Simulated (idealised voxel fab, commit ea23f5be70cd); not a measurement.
This section sets out a process module, namely voxel tone inversion.
Displayed cross-section: cut, width of 270 nm, square cells sized 5 nm.
Cross-section spec: square-cell grid; bands listed top down; each band is one or more rows.
Band: top height; bottom height; in nm. Then, left to right: material with width in nm, for each material. "all across": a single material spanning edge to edge. "blank": empty space.
All heights in this document are referenced to 0, defined as the level beneath which the wafer, as received, consists entirely of one material. The lowest band is not bounded below; it extends indefinitely downward and is written in the form "0 nm and below".
Top row gets the first number, bottom row gets the second, and each row in between changes by the same step: that is how a band width like "30 to 40" works.
"no change occurred" (step): cross-section cells unchanged, all of them.
Entry "Closed void list" = empty spaces >= 8 cells with no open way to the top; each as width x height at distance, distance from left edge, all nm.
Heads up: the bit after the settings on a step's line is the simulator's remark on that step.
Regarding "overlay nm": on a step with a mask, it is the distance the mask lay to the right of its planned place; a negative value places it to the left.

THE FOLLOWING LIST GIVES THE PLANNED PROCESS STEPS
step 1: RECEIVE (material Si)
step 2: CONFORMAL_DEP (material SiCN; thk nm 10)
step 3: DIRECTIONAL_DEP (material polySi; thk nm 15)
step 4: PATTERN (tone cover; mask id POSTS; material resist; width nm 15; pitch nm 35; thk nm 25; overlay nm 0)
step 5: DIRECTIONAL_ETCH (etch materials polySi; depth nm 15)
step 6: STRIP (etch materials resist)
step 7: FILL_DEP (material lowk; thk nm 10)
step 8: CMP (height nm 25)
step 9: STRIP (etch materials polySi)
step 10: CONFORMAL_DEP (material TiN; thk nm 5)
step 11: FILL_DEP (material Ru; thk nm 5)
step 12: CMP (height nm 25)
step 13: CONFORMAL_DEP (material SiCN; thk nm 5)

THE FIRST OF TWO WAFERS, RUN AS PLANNED

CROSS-SECTION, INCOMING MATERIAL, AFTER STEP 1
- 0 nm and below  Si all across
- Closed void list: none

WAFER SECTION VIEW AFTER PROCESSING STEP 2
- 10 nm to 0 nm  SiCN all across
- No changes below 0.

WAFER SECTION VIEW AFTER PROCESSING STEP 3
- 25 nm to 10 nm  polySi all across
- No changes below 10.

WAFER SECTION VIEW AFTER PROCESSING STEP 4
- 50 nm to 25 nm  90 nm blank  15 nm resist  20 nm blank  15 nm resist  20 nm blank  15 nm resist  95 nm blank
- No changes below 25.

WAFER SECTION VIEW AFTER PROCESSING STEP 5
- 50 nm to 25 nm  90 nm blank  15 nm resist  20 nm blank  15 nm resist  20 nm blank  15 nm resist  95 nm blank
- 25 nm to 10 nm  90 nm blank  15 nm polySi  20 nm blank  15 nm polySi  20 nm blank  15 nm polySi  95 nm blank
- No changes below 10.

WAFER SECTION VIEW AFTER PROCESSING STEP 6
- 25 nm to 10 nm  90 nm blank  15 nm polySi  20 nm blank  15 nm polySi  20 nm blank  15 nm polySi  95 nm blank
- No changes below 10.

WAFER SECTION VIEW AFTER PROCESSING STEP 7
- 35 nm to 25 nm  lowk all across
- 25 nm to 10 nm  90 nm lowk  15 nm polySi  20 nm lowk  15 nm polySi  20 nm lowk  15 nm polySi  95 nm lowk
- No changes below 10.

WAFER SECTION VIEW AFTER PROCESSING STEP 8
- 25 nm to 10 nm  90 nm lowk  15 nm polySi  20 nm lowk  15 nm polySi  20 nm lowk  15 nm polySi  95 nm lowk
- No changes below 10.

WAFER SECTION VIEW AFTER PROCESSING STEP 9
- 25 nm to 10 nm  90 nm lowk  15 nm blank  20 nm lowk  15 nm blank  20 nm lowk  15 nm blank  95 nm lowk
- No changes below 10.

WAFER SECTION VIEW AFTER PROCESSING STEP 10
- 30 nm to 25 nm  95 nm TiN  5 nm blank  30 nm TiN  5 nm blank  30 nm TiN  5 nm blank  100 nm TiN
- 25 nm to 15 nm  90 nm lowk  5 nm TiN  5 nm blank  5 nm TiN  20 nm lowk  5 nm TiN  5 nm blank  5 nm TiN  20 nm lowk  5 nm TiN  5 nm blank  5 nm TiN  95 nm lowk
- 15 nm to 10 nm  90 nm lowk  15 nm TiN  20 nm lowk  15 nm TiN  20 nm lowk  15 nm TiN  95 nm lowk
- No changes below 10.

WAFER SECTION VIEW AFTER PROCESSING STEP 11
- 35 nm to 30 nm  Ru all across
- 30 nm to 25 nm  95 nm TiN  5 nm Ru  30 nm TiN  5 nm Ru  30 nm TiN  5 nm Ru  100 nm TiN
- 25 nm to 15 nm  90 nm lowk  5 nm TiN  5 nm Ru  5 nm TiN  20 nm lowk  5 nm TiN  5 nm Ru  5 nm TiN  20 nm lowk  5 nm TiN  5 nm Ru  5 nm TiN  95 nm lowk
- No changes below 15.

WAFER SECTION VIEW AFTER PROCESSING STEP 12
- 25 nm to 15 nm  90 nm lowk  5 nm TiN  5 nm Ru  5 nm TiN  20 nm lowk  5 nm TiN  5 nm Ru  5 nm TiN  20 nm lowk  5 nm TiN  5 nm Ru  5 nm TiN  95 nm lowk
- No changes below 15.

WAFER SECTION VIEW AFTER PROCESSING STEP 13
- 30 nm to 25 nm  SiCN all across
- No changes below 25.

WAFER TWO OF THE PAIR: SAME ORIGIN, SAME PLAN, ONE ERROR DURING THE RUN; IDENTICAL TO WAFER ONE UP TO AND INCLUDING STEP 1

Second wafer cross-section, taken as of the time the plan sets for step 2 to be done: no change occurred

SECOND WAFER CROSS-SECTION, TAKEN AS OF THE TIME THE PLAN SETS FOR STEP 3 TO BE DONE
- 15 nm to 0 nm  polySi all across
- No changes below 0.

SECOND WAFER CROSS-SECTION, TAKEN AS OF THE TIME THE PLAN SETS FOR STEP 4 TO BE DONE
- 40 nm to 15 nm  90 nm blank  15 nm resist  20 nm blank  15 nm resist  20 nm blank  15 nm resist  95 nm blank
- No changes below 15.

SECOND WAFER CROSS-SECTION, TAKEN AS OF THE TIME THE PLAN SETS FOR STEP 5 TO BE DONE
- 40 nm to 15 nm  90 nm blank  15 nm resist  20 nm blank  15 nm resist  20 nm blank  15 nm resist  95 nm blank
- 15 nm to 0 nm  90 nm blank  15 nm polySi  20 nm blank  15 nm polySi  20 nm blank  15 nm polySi  95 nm blank
- No changes below 0.

SECOND WAFER CROSS-SECTION, TAKEN AS OF THE TIME THE PLAN SETS FOR STEP 6 TO BE DONE
- 15 nm to 0 nm  90 nm blank  15 nm polySi  20 nm blank  15 nm polySi  20 nm blank  15 nm polySi  95 nm blank
- No changes below 0.

SECOND WAFER CROSS-SECTION, TAKEN AS OF THE TIME THE PLAN SETS FOR STEP 7 TO BE DONE
- 25 nm to 15 nm  lowk all across
- 15 nm to 0 nm  90 nm lowk  15 nm polySi  20 nm lowk  15 nm polySi  20 nm lowk  15 nm polySi  95 nm lowk
- No changes below 0.

Second wafer cross-section, taken as of the time the plan sets for step 8 to be done: no change occurred

Second wafer cross-section, taken as of the time the plan sets for step 9 to be done: no change occurred

SECOND WAFER CROSS-SECTION, TAKEN AS OF THE TIME THE PLAN SETS FOR STEP 10 TO BE DONE
- 30 nm to 25 nm  TiN all across
- No changes below 25.

SECOND WAFER CROSS-SECTION, TAKEN AS OF THE TIME THE PLAN SETS FOR STEP 11 TO BE DONE
- 35 nm to 30 nm  Ru all across
- No changes below 30.

SECOND WAFER CROSS-SECTION, TAKEN AS OF THE TIME THE PLAN SETS FOR STEP 12 TO BE DONE
- 25 nm to 15 nm  lowk all across
- No changes below 15.

SECOND WAFER CROSS-SECTION, TAKEN AS OF THE TIME THE PLAN SETS FOR STEP 13 TO BE DONE
- 30 nm to 25 nm  SiCN all across
- No changes below 25.
What broke from the plan during processing? step 2 from the plan never happened, it was just skipped
Cell-count delta at end, second wafer over first, by material: Ru -6; SiCN -108; TiN -21; lowk +108; polySi +27
